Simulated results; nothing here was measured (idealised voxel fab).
The following is a process module called voxel transistor to metal.
The width of the displayed cross-section, cut, is 155 nm; its cells are square, with a size of 5 nm.
Heads up, the way a cross-section reads in here is a grid of square cells, handed over as bands from the top down, with every band being one or more rows of cells. It is stipulated that each band's entry specify, in nanometres, the height of the top of the band and then that of its bottom, followed by the materials of the band in left-to-right sequence, each together with its width in nanometres. A single material marked by the word "all across" is understood to fill the band from edge to edge; the word "blank" is understood to denote empty space. Heights from 0 (as-received wafer is one material below). Bottom band endless downward, as "0 and below". With a width like "30->40", each row of cells in the band differs from the next by the same amount, the top row carrying the first number and the bottom row the second. Step note "everything unchanged" = no cross-section cell changed. Voids not open to the top, 8 cells minimum: see "Non-vented voids". Written width x height at distance; distance is from the left edge; nm. Whatever follows a step's settings on its line is a remark the simulator itself makes about that step. The "overlay nm" setting may appear on a step's line; for a step that uses a mask, it gives how far to the right of its planned position the mask lay, and a negative value indicates the left. Pairs from here to the end. Each: cross-section before one process step, cross-section after it, the latter only as far down as the lowest band that changed. Under each: the step between, and its settings. Mind that the pairs may be taken from different runs of this module on the same starting wafer; whether a pair continues from the pair above depends on its entry headed "Incoming structure", and it does only where that entry says so.

Incoming structure:
* 55 down to 40 | resist: 35 / blank: 20 / resist: 45 / blank: 20 / resist: 35
* 40 down to 25 | SiO2 all across
* 25 down to 15 | SiO2: 60 / SiN: 10 / SiCN: 15 / SiN: 10 / SiO2: 60
* 15 down to 10 | SiO2: 60 / SiN: 10 / polySi: 15 / SiN: 10 / SiO2: 60
* 10 down to -5 | SiO2: 40 / pSi: 20 / SiN: 10 / polySi: 15 / SiN: 10 / pSi: 20 / SiO2: 40
* -5 down to -10 | SiO2: 25 / SiN: 10 / pSi: 25 / SiN: 10 / SiO2: 15 / SiN: 10 / pSi: 25 / SiN: 10 / SiO2: 25
* -10 down to -25 | SiO2: 35 / pSi: 25 / Si: 35 / pSi: 25 / SiO2: 35
* -25 down to -35 | SiO2: 35 / Si: 85 / SiO2: 35
* -35 and below | Si all across
* Non-vented voids: none

Sectional Result:
* 55 down to 40 | resist: 35 / blank: 20 / resist: 45 / blank: 20 / resist: 35
* 40 down to 25 | SiO2: 35 / blank: 20 / SiO2: 45 / blank: 20 / SiO2: 35
* 25 down to 15 | SiO2: 35 / blank: 20 / SiO2: 5 / SiN: 10 / SiCN: 15 / SiN: 10 / SiO2: 5 / blank: 20 / SiO2: 35
* 15 down to 10 | SiO2: 35 / blank: 20 / SiO2: 5 / SiN: 10 / polySi: 15 / SiN: 10 / SiO2: 5 / blank: 20 / SiO2: 35
* Rest of section, below 10: as before.
* Non-vented voids: none
The cross-sections above show the structure before and after this step: DIRECTIONAL_ETCH,etch materials SiO2,depth nm 30

Incoming structure: see preceding pair, after cross-section.

Sectional Result:
* 40 down to 25 | SiO2: 35 / blank: 20 / SiO2: 45 / blank: 20 / SiO2: 35
* Rest of section, below 25: as before.
* Non-vented voids: none
The cross-sections above show the structure before and after this step: STRIP,etch materials resist

Incoming structure: see preceding pair, after cross-section.

Sectional Result:
* 45 down to 40 | TiN: 40 / blank: 10 / TiN: 55 / blank: 10 / TiN: 40
* 40 down to 25 | SiO2: 35 / TiN: 5 / blank: 10 / TiN: 5 / SiO2: 45 / TiN: 5 / blank: 10 / TiN: 5 / SiO2: 35
* 25 down to 15 | SiO2: 35 / TiN: 5 / blank: 10 / TiN: 5 / SiO2: 5 / SiN: 10 / SiCN: 15 / SiN: 10 / SiO2: 5 / TiN: 5 / blank: 10 / TiN: 5 / SiO2: 35
* 15 down to 10 | SiO2: 35 / TiN: 20 / SiO2: 5 / SiN: 10 / polySi: 15 / SiN: 10 / SiO2: 5 / TiN: 20 / SiO2: 35
* Rest of section, below 10: as before.
* Non-vented voids: none
The cross-sections above show the structure before and after this step: CONFORMAL_DEP,material TiN,thk nm 5

Incoming structure: see preceding pair, after cross-section.

Sectional Result:
* 50 down to 45 | W all across
* 45 down to 40 | TiN: 40 / W: 10 / TiN: 55 / W: 10 / TiN: 40
* 40 down to 25 | SiO2: 35 / TiN: 5 / W: 10 / TiN: 5 / SiO2: 45 / TiN: 5 / W: 10 / TiN: 5 / SiO2: 35
* 25 down to 15 | SiO2: 35 / TiN: 5 / W: 10 / TiN: 5 / SiO2: 5 / SiN: 10 / SiCN: 15 / SiN: 10 / SiO2: 5 / TiN: 5 / W: 10 / TiN: 5 / SiO2: 35
* Rest of section, below 15: as before.
* Non-vented voids: none
The cross-sections above show the structure before and after this step: FILL_DEP,material W,thk nm 5

Incoming structure: see preceding pair, after cross-section.

Sectional Result:
* 40 down to 25 | SiO2: 35 / TiN: 5 / W: 10 / TiN: 5 / SiO2: 45 / TiN: 5 / W: 10 / TiN: 5 / SiO2: 35
* Rest of section, below 25: as before.
* Non-vented voids: none
The cross-sections above show the structure before and after this step: CMP,height nm 40

Incoming structure: see preceding pair, after cross-section.

Sectional Result:
* 45 down to 40 | TiN all across
* Rest of section, below 40: as before.
* Non-vented voids: none
The cross-sections above show the structure before and after this step: DIRECTIONAL_DEP,material TiN,thk nm 5

Incoming structure: see preceding pair, after cross-section.

Sectional Result:
* 70 down to 45 | Ru all across
* Rest of section, below 45: as before.
* Non-vented voids: none
The cross-sections above show the structure before and after this step: DIRECTIONAL_DEP,material Ru,thk nm 25

Incoming structure: see preceding pair, after cross-section.

Sectional Result:
* 85 down to 70 | blank: 35 / resist: 20 / blank: 45 / resist: 20 / blank: 35
* Rest of section, below 70: as before.
* Non-vented voids: none
The cross-sections above show the structure before and after this step: PATTERN,tone cover,mask id METAL_1,material resist,width nm 20,pitch nm 65,thk nm 15,overlay nm 0

Incoming structure: see preceding pair, after cross-section.

Sectional Result:
* 85 down to 70 | blank: 35 / resist: 20 / blank: 45 / resist: 20 / blank: 35
* 70 down to 45 | blank: 35 / Ru: 20 / blank: 45 / Ru: 20 / blank: 35
* Rest of section, below 45: as before.
* Non-vented voids: none
The cross-sections above show the structure before and after this step: DIRECTIONAL_ETCH,etch materials Ru,depth nm 25

Incoming structure: see preceding pair, after cross-section.

Sectional Result:
* 85 down to 70 | blank: 35 / resist: 20 / blank: 45 / resist: 20 / blank: 35
* 70 down to 45 | blank: 35 / Ru: 20 / blank: 45 / Ru: 20 / blank: 35
* 45 down to 40 | blank: 35 / TiN: 20 / blank: 45 / TiN: 20 / blank: 35
* Rest of section, below 40: as before.
* Non-vented voids: none
The cross-sections above show the structure before and after this step: DIRECTIONAL_ETCH,etch materials TiN,depth nm 5

Incoming structure: see preceding pair, after cross-section.

Sectional Result:
* 70 down to 45 | blank: 35 / Ru: 20 / blank: 45 / Ru: 20 / blank: 35
* Rest of section, below 45: as before.
* Non-vented voids: none
The cross-sections above show the structure before and after this step: STRIP,etch materials resist

Incoming structure: see preceding pair, after cross-section.

Sectional Result:
* 80 down to 70 | lowk all across
* 70 down to 45 | lowk: 35 / Ru: 20 / lowk: 45 / Ru: 20 / lowk: 35
* 45 down to 40 | lowk: 35 / TiN: 20 / lowk: 45 / TiN: 20 / lowk: 35
* Rest of section, below 40: as before.
* Non-vented voids: none
The cross-sections above show the structure before and after this step: FILL_DEP,material lowk,thk nm 10

Incoming structure: see preceding pair, after cross-section.

Sectional Result:
* 70 down to 45 | lowk: 35 / Ru: 20 / lowk: 45 / Ru: 20 / lowk: 35
* Rest of section, below 45: as before.
* Non-vented voids: none
The cross-sections above show the structure before and after this step: CMP,height nm 70

Incoming structure: see preceding pair, after cross-section.

Sectional Result:
* 75 down to 70 | SiCN all across
* Rest of section, below 70: as before.
* Non-vented voids: none
The cross-sections above show the structure before and after this step: CONFORMAL_DEP,material SiCN,thk nm 5

Incoming structure: see preceding pair, after cross-section.

Sectional Result:
* 110 down to 75 | SiO2 all across
* Rest of section, below 75: as before.
* Non-vented voids: none
The cross-sections above show the structure before and after this step: DIRECTIONAL_DEP,material SiO2,thk nm 35

Incoming structure: see preceding pair, after cross-section.

Sectional Result:
* 110 down to 75 | SiO2: 35 / blank: 15 / SiO2: 50 / blank: 15 / SiO2: 40
* Rest of section, below 75: as before.
* Non-vented voids: none
The cross-sections above show the structure before and after this step: MASKED_ETCH,tone open,mask id METAL_2_HOLES,width nm 15,pitch nm 65,etch materials SiO2,depth nm 35,overlay nm 0

Incoming structure: see preceding pair, after cross-section.

Sectional Result:
* 130 down to 110 | resist: 35 / blank: 20 / resist: 45 / blank: 20 / resist: 35
* Rest of section, below 110: as before.
* Non-vented voids: none
The cross-sections above show the structure before and after this step: PATTERN,tone open,mask id METAL_2,material resist,width nm 20,pitch nm 65,thk nm 20,overlay nm 0

Incoming structure: see preceding pair, after cross-section.

Sectional Result:
* 130 down to 110 | resist: 35 / blank: 20 / resist: 45 / blank: 20 / resist: 35
* 110 down to 90 | SiO2: 35 / blank: 20 / SiO2: 45 / blank: 20 / SiO2: 35
* Rest of section, below 90: as before.
* Non-vented voids: none
The cross-sections above show the structure before and after this step: DIRECTIONAL_ETCH,etch materials SiO2,depth nm 20

Incoming structure: see preceding pair, after cross-section.

Sectional Result:
* 130 down to 110 | resist: 35 / blank: 20 / resist: 45 / blank: 20 / resist: 35
* 110 down to 90 | SiO2: 35 / blank: 20 / SiO2: 45 / blank: 20 / SiO2: 35
* 90 down to 75 | SiO2: 35 / blank: 15 / SiO2: 50 / blank: 15 / SiO2: 40
* 75 down to 70 | SiCN: 35 / blank: 15 / SiCN: 50 / blank: 15 / SiCN: 40
* Rest of section, below 70: as before.
* Non-vented voids: none
The cross-sections above show the structure before and after this step: DIRECTIONAL_ETCH,etch materials SiCN,depth nm 5

Incoming structure: see preceding pair, after cross-section.

Sectional Result:
* 110 down to 90 | SiO2: 35 / blank: 20 / SiO2: 45 / blank: 20 / SiO2: 35
* Rest of section, below 90: as before.
* Non-vented voids: none
The cross-sections above show the structure before and after this step: STRIP,etch materials resist

Incoming structure: see preceding pair, after cross-section.

Sectional Result:
* 115 down to 110 | TiN: 40 / blank: 10 / TiN: 55 / blank: 10 / TiN: 40
* 110 down to 95 | SiO2: 35 / TiN: 5 / blank: 10 / TiN: 5 / SiO2: 45 / TiN: 5 / blank: 10 / TiN: 5 / SiO2: 35
* 95 down to 90 | SiO2: 35 / TiN: 5 / blank: 5 / TiN: 10 / SiO2: 45 / TiN: 5 / blank: 5 / TiN: 10 / SiO2: 35
* 90 down to 75 | SiO2: 35 / TiN: 5 / blank: 5 / TiN: 5 / SiO2: 50 / TiN: 5 / blank: 5 / TiN: 5 / SiO2: 40
* 75 down to 70 | SiCN: 35 / TiN: 15 / SiCN: 50 / TiN: 15 / SiCN: 40
* Rest of section, below 70: as before.
* Non-vented voids: none
The cross-sections above show the structure before and after this step: CONFORMAL_DEP,material TiN,thk nm 5

Incoming structure: see preceding pair, after cross-section.

Sectional Result:
* 120 down to 115 | Ru all across
* 115 down to 110 | TiN: 40 / Ru: 10 / TiN: 55 / Ru: 10 / TiN: 40
* 110 down to 95 | SiO2: 35 / TiN: 5 / Ru: 10 / TiN: 5 / SiO2: 45 / TiN: 5 / Ru: 10 / TiN: 5 / SiO2: 35
* 95 down to 90 | SiO2: 35 / TiN: 5 / Ru: 5 / TiN: 10 / SiO2: 45 / TiN: 5 / Ru: 5 / TiN: 10 / SiO2: 35
* 90 down to 75 | SiO2: 35 / TiN: 5 / Ru: 5 / TiN: 5 / SiO2: 50 / TiN: 5 / Ru: 5 / TiN: 5 / SiO2: 40
* Rest of section, below 75: as before.
* Non-vented voids: none
The cross-sections above show the structure before and after this step: FILL_DEP,material Ru,thk nm 5

Incoming structure: see preceding pair, after cross-section.

Sectional Result:
* 110 down to 95 | SiO2: 35 / TiN: 5 / Ru: 10 / TiN: 5 / SiO2: 45 / TiN: 5 / Ru: 10 / TiN: 5 / SiO2: 35
* Rest of section, below 95: as before.
* Non-vented voids: none
The cross-sections above show the structure before and after this step: CMP,height nm 110

Incoming structure: see preceding pair, after cross-section.

Sectional Result:
* 115 down to 110 | SiCN all across
* Rest of section, below 110: as before.
* Non-vented voids: none
The cross-sections above show the structure before and after this step: CONFORMAL_DEP,material SiCN,thk nm 5

Incoming structure:
* 15 down to 0 | blank: 30 / SiN: 95 / blank: 30
* 0 down to -5 | blank: 30 / SiO2: 95 / blank: 30
* -5 down to -30 | blank: 30 / Si: 95 / blank: 30
* -30 and below | Si all across
* Non-vented voids: none

Sectional Result:
* 15 down to 0 | blank: 30 / SiN: 95 / blank: 30
* 0 down to -5 | blank: 30 / SiO2: 95 / blank: 30
* -5 down to -55 | blank: 30 / Si: 95 / blank: 30
* Rest of section, below -55: as before.
* Non-vented voids: none
The cross-sections above show the structure before and after this step: MASKED_ETCH,tone cover,mask id ACTIVE,width nm 95,etch materials Si,depth nm 25,overlay nm 0

Incoming structure: see preceding pair, after cross-section.

Sectional Result:
* 15 down to 0 | blank: 30 / SiN: 95 / blank: 30
* 0 down to -5 | blank: 30 / SiO2: 95 / blank: 30
* -5 down to -55 | blank: 30 / SiO2: 5 / Si: 85 / SiO2: 5 / blank: 30
* -55 down to -60 | SiO2: 35 / Si: 85 / SiO2: 35
* Rest of section, below -60: as before.
* Non-vented voids: none
The cross-sections above show the structure before and after this step: OXIDIZE,depth nm 5

Incoming structure: see preceding pair, after cross-section.

Sectional Result:
* 20 down to 15 | SiO2 all across
* 15 down to 0 | SiO2: 30 / SiN: 95 / SiO2: 30
* 0 down to -5 | SiO2 all across
* -5 down to -60 | SiO2: 35 / Si: 85 / SiO2: 35
* Rest of section, below -60: as before.
* Non-vented voids: none
The cross-sections above show the structure before and after this step: FILL_DEP,material SiO2,thk nm 5

Incoming structure: see preceding pair, after cross-section.

Sectional Result:
* 15 down to 0 | SiO2: 30 / SiN: 95 / SiO2: 30
* Rest of section, below 0: as before.
* Non-vented voids: none
The cross-sections above show the structure before and after this step: CMP,height nm 15

Incoming structure: see preceding pair, after cross-section.

Sectional Result:
* 15 down to 5 | blank: 30 / SiN: 95 / blank: 30
* Rest of section, below 5: as before.
* Non-vented voids: none
The cross-sections above show the structure before and after this step: SELECTIVE_ETCH,etch materials SiO2,depth nm 10

Incoming structure: see preceding pair, after cross-section.

Sectional Result:
* 5 down to 0 | SiO2: 30 / blank: 95 / SiO2: 30
* Rest of section, below 0: as before.
* Non-vented voids: none
The cross-sections above show the structure before and after this step: STRIP,etch materials SiN

Incoming structure: see preceding pair, after cross-section.

Sectional Result:
* 0 down to -5 | SiO2: 25 / blank: 105 / SiO2: 25
* Rest of section, below -5: as before.
* Non-vented voids: none
The cross-sections above show the structure before and after this step: SELECTIVE_ETCH,etch materials SiO2,depth nm 5

Incoming structure: see preceding pair, after cross-section.

Sectional Result:
* 0 down to -5 | SiO2: 25 / blank: 105 / SiO2: 25
* -5 down to -10 | SiO2 all across
* Rest of section, below -10: as before.
* Non-vented voids: none
The cross-sections above show the structure before and after this step: OXIDIZE,depth nm 5

Incoming structure: see preceding pair, after cross-section.

Sectional Result:
* 20 down to 15 | polySi: 25 / blank: 105 / polySi: 25
* 15 down to 0 | polySi all across
* 0 down to -5 | SiO2: 25 / polySi: 105 / SiO2: 25
* Rest of section, below -5: as before.
* Non-vented voids: none
The cross-sections above show the structure before and after this step: DIRECTIONAL_DEP,material polySi,thk nm 20

Incoming structure: see preceding pair, after cross-section.

Sectional Result:
* 30 down to 25 | SiCN: 25 / blank: 105 / SiCN: 25
* 25 down to 20 | SiCN all across
* 20 down to 15 | polySi: 25 / SiCN: 105 / polySi: 25
* Rest of section, below 15: as before.
* Non-vented voids: none
The cross-sections above show the structure before and after this step: DIRECTIONAL_DEP,material SiCN,thk nm 10

Incoming structure: see preceding pair, after cross-section.

Sectional Result:
* 25 down to 20 | blank: 70 / SiCN: 15 / blank: 70
* 20 down to 15 | polySi: 25 / blank: 45 / SiCN: 15 / blank: 45 / polySi: 25
* Rest of section, below 15: as before.
* Non-vented voids: none
The cross-sections above show the structure before and after this step: MASKED_ETCH,tone cover,mask id GATE,width nm 15,etch materials SiCN,depth nm 20,overlay nm 0

Incoming structure: see preceding pair, after cross-section.

Sectional Result:
* 25 down to 15 | blank: 70 / SiCN: 15 / blank: 70
* 15 down to 0 | blank: 70 / polySi: 15 / blank: 70
* 0 down to -5 | SiO2: 25 / blank: 45 / polySi: 15 / blank: 45 / SiO2: 25
* Rest of section, below -5: as before.
* Non-vented voids: none
The cross-sections above show the structure before and after this step: MASKED_ETCH,tone cover,mask id GATE,width nm 15,etch materials polySi,depth nm 30,overlay nm 0

Incoming structure: see preceding pair, after cross-section.

Sectional Result:
* 30 down to 25 | blank: 65 / SiO2: 25 / blank: 65
* 25 down to 15 | blank: 65 / SiO2: 5 / SiCN: 15 / SiO2: 5 / blank: 65
* 15 down to 5 | blank: 65 / SiO2: 5 / polySi: 15 / SiO2: 5 / blank: 65
* 5 down to 0 | SiO2: 30 / blank: 35 / SiO2: 5 / polySi: 15 / SiO2: 5 / blank: 35 / SiO2: 30
* 0 down to -5 | SiO2: 70 / polySi: 15 / SiO2: 70
* Rest of section, below -5: as before.
* Non-vented voids: none
The cross-sections above show the structure before and after this step: CONFORMAL_DEP,material SiO2,thk nm 5

Incoming structure: see preceding pair, after cross-section.

Sectional Result:
* 25 down to 15 | blank: 65 / SiO2: 5 / SiCN: 15 / SiO2: 5 / blank: 65
* 15 down to 0 | blank: 65 / SiO2: 5 / polySi: 15 / SiO2: 5 / blank: 65
* 0 down to -5 | SiO2: 30 / blank: 35 / SiO2: 5 / polySi: 15 / SiO2: 5 / blank: 35 / SiO2: 30
* Rest of section, below -5: as before.
* Non-vented voids: none
The cross-sections above show the structure before and after this step: DIRECTIONAL_ETCH,etch materials SiO2,depth nm 5

Incoming structure: see preceding pair, after cross-section.

Sectional Result:
* 35 down to 25 | blank: 55 / SiN: 45 / blank: 55
* 25 down to 15 | blank: 55 / SiN: 10 / SiO2: 5 / SiCN: 15 / SiO2: 5 / SiN: 10 / blank: 55
* 15 down to 10 | blank: 55 / SiN: 10 / SiO2: 5 / polySi: 15 / SiO2: 5 / SiN: 10 / blank: 55
* 10 down to 5 | SiN: 40 / blank: 15 / SiN: 10 / SiO2: 5 / polySi: 15 / SiO2: 5 / SiN: 10 / blank: 15 / SiN: 40
* 5 down to 0 | SiN: 65 / SiO2: 5 / polySi: 15 / SiO2: 5 / SiN: 65
* 0 down to -5 | SiO2: 30 / SiN: 35 / SiO2: 5 / polySi: 15 / SiO2: 5 / SiN: 35 / SiO2: 30
* Rest of section, below -5: as before.
* Non-vented voids: none
The cross-sections above show the structure before and after this step: CONFORMAL_DEP,material SiN,thk nm 10

Incoming structure: see preceding pair, after cross-section.

Sectional Result:
* 25 down to 15 | blank: 55 / SiN: 10 / SiO2: 5 / SiCN: 15 / SiO2: 5 / SiN: 10 / blank: 55
* 15 down to 0 | blank: 55 / SiN: 10 / SiO2: 5 / polySi: 15 / SiO2: 5 / SiN: 10 / blank: 55
* 0 down to -5 | SiO2: 30 / SiN: 10 / blank: 15 / SiN: 10 / SiO2: 5 / polySi: 15 / SiO2: 5 / SiN: 10 / blank: 15 / SiN: 10 / SiO2: 30
* Rest of section, below -5: as before.
* Non-vented voids: none
The cross-sections above show the structure before and after this step: DIRECTIONAL_ETCH,etch materials SiN,depth nm 10

Incoming structure: see preceding pair, after cross-section.

Sectional Result:
* 25 down to 20 | blank: 55 / SiN: 10 / blank: 5 / SiCN: 15 / blank: 5 / SiN: 10 / blank: 55
* 20 down to 15 | blank: 55 / SiN: 10 / SiO2: 5 / SiCN: 15 / SiO2: 5 / SiN: 10 / blank: 55
* 15 down to 0 | blank: 55 / SiN: 10 / SiO2: 5 / polySi: 15 / SiO2: 5 / SiN: 10 / blank: 55
* 0 down to -5 | blank: 30 / SiN: 10 / blank: 15 / SiN: 10 / SiO2: 5 / polySi: 15 / SiO2: 5 / SiN: 10 / blank: 15 / SiN: 10 / blank: 30
* -5 down to -10 | SiO2: 40 / blank: 15 / SiO2: 45 / blank: 15 / SiO2: 40
* Rest of section, below -10: as before.
* Non-vented voids: none
The cross-sections above show the structure before and after this step: DIRECTIONAL_ETCH,etch materials SiO2,depth nm 5

Incoming structure: see preceding pair, after cross-section.

Sectional Result:
* 25 down to 20 | blank: 55 / SiN: 10 / blank: 5 / SiCN: 15 / blank: 5 / SiN: 10 / blank: 55
* 20 down to 15 | blank: 55 / SiN: 10 / SiO2: 5 / SiCN: 15 / SiO2: 5 / SiN: 10 / blank: 55
* 15 down to 0 | blank: 55 / SiN: 10 / SiO2: 5 / polySi: 15 / SiO2: 5 / SiN: 10 / blank: 55
* 0 down to -5 | blank: 30 / SiN: 10 / blank: 15 / SiN: 10 / SiO2: 5 / polySi: 15 / SiO2: 5 / SiN: 10 / blank: 15 / SiN: 10 / blank: 30
* -5 down to -10 | SiO2: 40 / blank: 15 / SiO2: 45 / blank: 15 / SiO2: 40
* -10 down to -25 | SiO2: 35 / Si: 5 / blank: 15 / Si: 45 / blank: 15 / Si: 5 / SiO2: 35
* Rest of section, below -25: as before.
* Non-vented voids: none
The cross-sections above show the structure before and after this step: DIRECTIONAL_ETCH,etch materials Si,depth nm 15

Incoming structure: see preceding pair, after cross-section.

Sectional Result:
* 25 down to 20 | blank: 55 / SiN: 10 / blank: 5 / SiCN: 15 / blank: 5 / SiN: 10 / blank: 55
* 20 down to 15 | blank: 55 / SiN: 10 / SiO2: 5 / SiCN: 15 / SiO2: 5 / SiN: 10 / blank: 55
* 15 down to 10 | blank: 55 / SiN: 10 / SiO2: 5 / polySi: 15 / SiO2: 5 / SiN: 10 / blank: 55
* 10 down to 0 | blank: 30 / pSi: 25 / SiN: 10 / SiO2: 5 / polySi: 15 / SiO2: 5 / SiN: 10 / pSi: 25 / blank: 30
* 0 down to -5 | blank: 30 / SiN: 10 / pSi: 15 / SiN: 10 / SiO2: 5 / polySi: 15 / SiO2: 5 / SiN: 10 / pSi: 15 / SiN: 10 / blank: 30
* -5 down to -10 | SiO2: 40 / pSi: 15 / SiO2: 45 / pSi: 15 / SiO2: 40
* -10 down to -25 | SiO2: 35 / Si: 5 / pSi: 15 / Si: 45 / pSi: 15 / Si: 5 / SiO2: 35
* Rest of section, below -25: as before.
* Non-vented voids: none
The cross-sections above show the structure before and after this step: EPI,material pSi,thk nm 20

Incoming structure: see preceding pair, after cross-section.

Sectional Result:
* 35 down to 25 | SiO2 all across
* 25 down to 15 | SiO2: 55 / SiN: 10 / SiO2: 5 / SiCN: 15 / SiO2: 5 / SiN: 10 / SiO2: 55
* 15 down to 10 | SiO2: 55 / SiN: 10 / SiO2: 5 / polySi: 15 / SiO2: 5 / SiN: 10 / SiO2: 55
* 10 down to 0 | SiO2: 30 / pSi: 25 / SiN: 10 / SiO2: 5 / polySi: 15 / SiO2: 5 / SiN: 10 / pSi: 25 / SiO2: 30
* 0 down to -5 | SiO2: 30 / SiN: 10 / pSi: 15 / SiN: 10 / SiO2: 5 / polySi: 15 / SiO2: 5 / SiN: 10 / pSi: 15 / SiN: 10 / SiO2: 30
* Rest of section, below -5: as before.
* Non-vented voids: none
The cross-sections above show the structure before and after this step: FILL_DEP,material SiO2,thk nm 10

Incoming structure: see preceding pair, after cross-section.

Sectional Result:
* 25 down to 15 | SiO2: 55 / SiN: 10 / SiO2: 5 / SiCN: 15 / SiO2: 5 / SiN: 10 / SiO2: 55
* Rest of section, below 15: as before.
* Non-vented voids: none
The cross-sections above show the structure before and after this step: CMP,height nm 25

Incoming structure: see preceding pair, after cross-section.

Sectional Result:
* 40 down to 25 | SiO2 all across
* Rest of section, below 25: as before.
* Non-vented voids: none
The cross-sections above show the structure before and after this step: DIRECTIONAL_DEP,material SiO2,thk nm 15

Incoming structure: see preceding pair, after cross-section.

Sectional Result:
* 55 down to 40 | resist: 35 / blank: 20 / resist: 45 / blank: 20 / resist: 35
* Rest of section, below 40: as before.
* Non-vented voids: none
The cross-sections above show the structure before and after this step: PATTERN,tone open,mask id CONTACT,material resist,width nm 20,pitch nm 65,thk nm 15,overlay nm 0

Incoming structure: see preceding pair, after cross-section.

Sectional Result:
* 55 down to 40 | resist: 35 / blank: 20 / resist: 45 / blank: 20 / resist: 35
* 40 down to 25 | SiO2: 35 / blank: 20 / SiO2: 45 / blank: 20 / SiO2: 35
* 25 down to 15 | SiO2: 35 / blank: 20 / SiN: 10 / SiO2: 5 / SiCN: 15 / SiO2: 5 / SiN: 10 / blank: 20 / SiO2: 35
* 15 down to 10 | SiO2: 35 / blank: 20 / SiN: 10 / SiO2: 5 / polySi: 15 / SiO2: 5 / SiN: 10 / blank: 20 / SiO2: 35
* Rest of section, below 10: as before.
* Non-vented voids: none
The cross-sections above show the structure before and after this step: DIRECTIONAL_ETCH,etch materials SiO2,depth nm 30

Incoming structure: see preceding pair, after cross-section.

Sectional Result:
* 40 down to 25 | SiO2: 35 / blank: 20 / SiO2: 45 / blank: 20 / SiO2: 35
* Rest of section, below 25: as before.
* Non-vented voids: none
The cross-sections above show the structure before and after this step: STRIP,etch materials resist

Incoming structure: see preceding pair, after cross-section.

Sectional Result:
* 45 down to 40 | TiN: 40 / blank: 10 / TiN: 55 / blank: 10 / TiN: 40
* 40 down to 25 | SiO2: 35 / TiN: 5 / blank: 10 / TiN: 5 / SiO2: 45 / TiN: 5 / blank: 10 / TiN: 5 / SiO2: 35
* 25 down to 15 | SiO2: 35 / TiN: 5 / blank: 10 / TiN: 5 / SiN: 10 / SiO2: 5 / SiCN: 15 / SiO2: 5 / SiN: 10 / TiN: 5 / blank: 10 / TiN: 5 / SiO2: 35
* 15 down to 10 | SiO2: 35 / TiN: 20 / SiN: 10 / SiO2: 5 / polySi: 15 / SiO2: 5 / SiN: 10 / TiN: 20 / SiO2: 35
* Rest of section, below 10: as before.
* Non-vented voids: none
The cross-sections above show the structure before and after this step: CONFORMAL_DEP,material TiN,thk nm 5

Incoming structure: see preceding pair, after cross-section.

Sectional Result:
* 50 down to 45 | W all across
* 45 down to 40 | TiN: 40 / W: 10 / TiN: 55 / W: 10 / TiN: 40
* 40 down to 25 | SiO2: 35 / TiN: 5 / W: 10 / TiN: 5 / SiO2: 45 / TiN: 5 / W: 10 / TiN: 5 / SiO2: 35
* 25 down to 15 | SiO2: 35 / TiN: 5 / W: 10 / TiN: 5 / SiN: 10 / SiO2: 5 / SiCN: 15 / SiO2: 5 / SiN: 10 / TiN: 5 / W: 10 / TiN: 5 / SiO2: 35
* Rest of section, below 15: as before.
* Non-vented voids: none
The cross-sections above show the structure before and after this step: FILL_DEP,material W,thk nm 5

Incoming structure: see preceding pair, after cross-section.

Sectional Result:
* 40 down to 25 | SiO2: 35 / TiN: 5 / W: 10 / TiN: 5 / SiO2: 45 / TiN: 5 / W: 10 / TiN: 5 / SiO2: 35
* Rest of section, below 25: as before.
* Non-vented voids: none
The cross-sections above show the structure before and after this step: CMP,height nm 40

Incoming structure: see preceding pair, after cross-section.

Sectional Result:
* 45 down to 40 | TiN all across
* Rest of section, below 40: as before.
* Non-vented voids: none
The cross-sections above show the structure before and after this step: DIRECTIONAL_DEP,material TiN,thk nm 5

Incoming structure: see preceding pair, after cross-section.

Sectional Result:
* 70 down to 45 | Ru all across
* Rest of section, below 45: as before.
* Non-vented voids: none
The cross-sections above show the structure before and after this step: DIRECTIONAL_DEP,material Ru,thk nm 25

Incoming structure: see preceding pair, after cross-section.

Sectional Result:
* 85 down to 70 | blank: 35 / resist: 20 / blank: 45 / resist: 20 / blank: 35
* Rest of section, below 70: as before.
* Non-vented voids: none
The cross-sections above show the structure before and after this step: PATTERN,tone cover,mask id METAL_1,material resist,width nm 20,pitch nm 65,thk nm 15,overlay nm 0

Incoming structure: see preceding pair, after cross-section.

Sectional Result:
* 85 down to 70 | blank: 35 / resist: 20 / blank: 45 / resist: 20 / blank: 35
* 70 down to 45 | blank: 35 / Ru: 20 / blank: 45 / Ru: 20 / blank: 35
* Rest of section, below 45: as before.
* Non-vented voids: none
The cross-sections above show the structure before and after this step: DIRECTIONAL_ETCH,etch materials Ru,depth nm 25

Incoming structure: see preceding pair, after cross-section.

Sectional Result:
* 85 down to 70 | blank: 35 / resist: 20 / blank: 45 / resist: 20 / blank: 35
* 70 down to 45 | blank: 35 / Ru: 20 / blank: 45 / Ru: 20 / blank: 35
* 45 down to 40 | blank: 35 / TiN: 20 / blank: 45 / TiN: 20 / blank: 35
* Rest of section, below 40: as before.
* Non-vented voids: none
The cross-sections above show the structure before and after this step: DIRECTIONAL_ETCH,etch materials TiN,depth nm 5

Incoming structure: see preceding pair, after cross-section.

Sectional Result:
* 70 down to 45 | blank: 35 / Ru: 20 / blank: 45 / Ru: 20 / blank: 35
* Rest of section, below 45: as before.
* Non-vented voids: none
The cross-sections above show the structure before and after this step: STRIP,etch materials resist

Incoming structure: see preceding pair, after cross-section.

Sectional Result:
* 80 down to 70 | lowk all across
* 70 down to 45 | lowk: 35 / Ru: 20 / lowk: 45 / Ru: 20 / lowk: 35
* 45 down to 40 | lowk: 35 / TiN: 20 / lowk: 45 / TiN: 20 / lowk: 35
* Rest of section, below 40: as before.
* Non-vented voids: none
The cross-sections above show the structure before and after this step: FILL_DEP,material lowk,thk nm 10

Incoming structure: see preceding pair, after cross-section.

Sectional Result:
* 70 down to 45 | lowk: 35 / Ru: 20 / lowk: 45 / Ru: 20 / lowk: 35
* Rest of section, below 45: as before.
* Non-vented voids: none
The cross-sections above show the structure before and after this step: CMP,height nm 70

Incoming structure: see preceding pair, after cross-section.

Sectional Result:
* 75 down to 70 | SiCN all across
* Rest of section, below 70: as before.
* Non-vented voids: none
The cross-sections above show the structure before and after this step: CONFORMAL_DEP,material SiCN,thk nm 5

Incoming structure: see preceding pair, after cross-section.

Sectional Result:
* 110 down to 75 | SiO2 all across
* Rest of section, below 75: as before.
* Non-vented voids: none
The cross-sections above show the structure before and after this step: DIRECTIONAL_DEP,material SiO2,thk nm 35

Incoming structure: see preceding pair, after cross-section.

Sectional Result:
* 110 down to 75 | SiO2: 35 / blank: 15 / SiO2: 50 / blank: 15 / SiO2: 40
* Rest of section, below 75: as before.
* Non-vented voids: none
The cross-sections above show the structure before and after this step: MASKED_ETCH,tone open,mask id METAL_2_HOLES,width nm 15,pitch nm 65,etch materials SiO2,depth nm 35,overlay nm 0
